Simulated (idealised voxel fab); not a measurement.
The following is a process module called voxel self aligned contacts.
Section shown: cut. Width: 225 nm. Cell size: 5 nm, square.
This document writes a cross-section as a grid whose cells are square, and gives it as bands, listed from the top down; one or more rows of cells form a band. A band entry consists of two parts. The first gives the height of the band's top and the height of its bottom, in nm. The rest lists the band's materials from left to right, each with its width in nm. A single material labelled with the word "edge to edge" fills the band from edge to edge, and the word "empty" marks empty space. The level at which height equals 0 is the one under which the wafer, as it arrives, is entirely one material. No lower edge exists for the bottom band, which continues downward and is notated as in "0..down". When a width is written as two numbers, as in "30 to 40", the first number is the width in the top row of cells of the band and the second is the width in its bottom row, and the width changes by the same amount from each row to the next. Basically "no change" means that step didn't change any cell in the cross-section. The list in "Non-vented voids" covers empty spaces of 8 cells or more that cannot reach the top through any open way, and it gives each as width x height at distance; the distance is from the left edge, and width, height and distance are in nm. Read whatever lies past the settings on a step's line as the simulator's own remark about the step. overlay nm: step with mask; distance mask lay right of planned place; negative value = left of planned place.

## Here's what the planned process steps look like
1,RECEIVE,material Si
2,OXIDIZE,depth nm 5
3,DIRECTIONAL_DEP,material polySi,thk nm 30
4,DIRECTIONAL_DEP,material SiN,thk nm 20
5,PATTERN,tone cover,mask id GATE,material resist,width nm 35,pitch nm 65,thk nm 15,overlay nm 0
6,DIRECTIONAL_ETCH,etch materials SiN,depth nm 20
7,DIRECTIONAL_ETCH,etch materials polySi,depth nm 30
8,STRIP,etch materials resist
9,CONFORMAL_DEP,material SiN,thk nm 5
10,DIRECTIONAL_ETCH,etch materials SiN,depth nm 5
11,FILL_DEP,material SiO2,thk nm 15
12,CMP,height nm 60
13,DIRECTIONAL_DEP,material aC,thk nm 15
14,PATTERN,tone open,mask id CONTACT,material resist,width nm 50,pitch nm 65,thk nm 30,overlay nm 0
15,DIRECTIONAL_ETCH,etch materials aC,depth nm 15
16,STRIP,etch materials resist
17,DIRECTIONAL_ETCH,etch materials SiO2,depth nm 65
18,STRIP,etch materials aC
19,CONFORMAL_DEP,material TiN,thk nm 5
20,FILL_DEP,material W,thk nm 10
21,CMP,height nm 60
22,CONFORMAL_DEP,material SiN,thk nm 5

## Here's what the wafer looked like in cross-section when it arrived - that's after step 1
* 0..down = Si edge to edge
* Non-vented voids: none

## First wafer of two, sectioned at end of module; run went per plan
* 65..60 = SiN edge to edge
* 60..50 = SiO2 55 nm | TiN 5 to 20 nm | W 40 to 10 nm | TiN 5 to 20 nm | SiO2 15 nm | TiN 5 to 20 nm | W 40 to 10 nm | TiN 5 to 20 nm | SiO2 55 nm
* 50..30 = SiO2 25 nm | SiN 45 nm | TiN 5 nm | W 10 nm | TiN 5 nm | SiN 45 nm | TiN 5 nm | W 10 nm | TiN 5 nm | SiN 45 nm | SiO2 25 nm
* 30..0 = SiO2 25 nm | SiN 5 nm | polySi 35 nm | SiN 5 nm | TiN 5 nm | W 10 nm | TiN 5 nm | SiN 5 nm | polySi 35 nm | SiN 5 nm | TiN 5 nm | W 10 nm | TiN 5 nm | SiN 5 nm | polySi 35 nm | SiN 5 nm | SiO2 25 nm
* 0..-5 = SiO2 70 nm | TiN 20 nm | SiO2 45 nm | TiN 20 nm | SiO2 70 nm
* -5..down = Si edge to edge
* Non-vented voids: none

## Wafer two, end of module, cross-section. Same start, same plan as wafer one. One mistake in the run
* 65..60 = SiN edge to edge
* 60..55 = SiO2 55 nm | TiN 20 nm | W 10 nm | TiN 20 nm | SiO2 15 nm | TiN 20 nm | W 10 nm | TiN 20 nm | SiO2 55 nm
* 55..35 = SiO2 25 nm | SiN 45 nm | TiN 5 nm | W 10 nm | TiN 5 nm | SiN 45 nm | TiN 5 nm | W 10 nm | TiN 5 nm | SiN 45 nm | SiO2 25 nm
* 35..10 = SiO2 25 nm | SiN 5 nm | polySi 35 nm | SiN 5 nm | TiN 5 nm | W 10 nm | TiN 5 nm | SiN 5 nm | polySi 35 nm | SiN 5 nm | TiN 5 nm | W 10 nm | TiN 5 nm | SiN 5 nm | polySi 35 nm | SiN 5 nm | SiO2 25 nm
* 10..5 = SiO2 25 nm | SiN 5 nm | polySi 35 nm | SiN 5 nm | TiN 20 nm | SiN 5 nm | polySi 35 nm | SiN 5 nm | TiN 20 nm | SiN 5 nm | polySi 35 nm | SiN 5 nm | SiO2 25 nm
* 5..0 = polySi edge to edge
* 0..-5 = SiO2 edge to edge
* -5..down = Si edge to edge
* Non-vented voids: none
Short version of what went wrong: step 3: run off-plan, actual operation and settings DIRECTIONAL_DEP,material polySi,thk nm 35
Bottom line after processing is that, in cells, the second wafer is up or down on some materials versus the first: SiO2 -17 | TiN -8 | W -20 | polySi +45
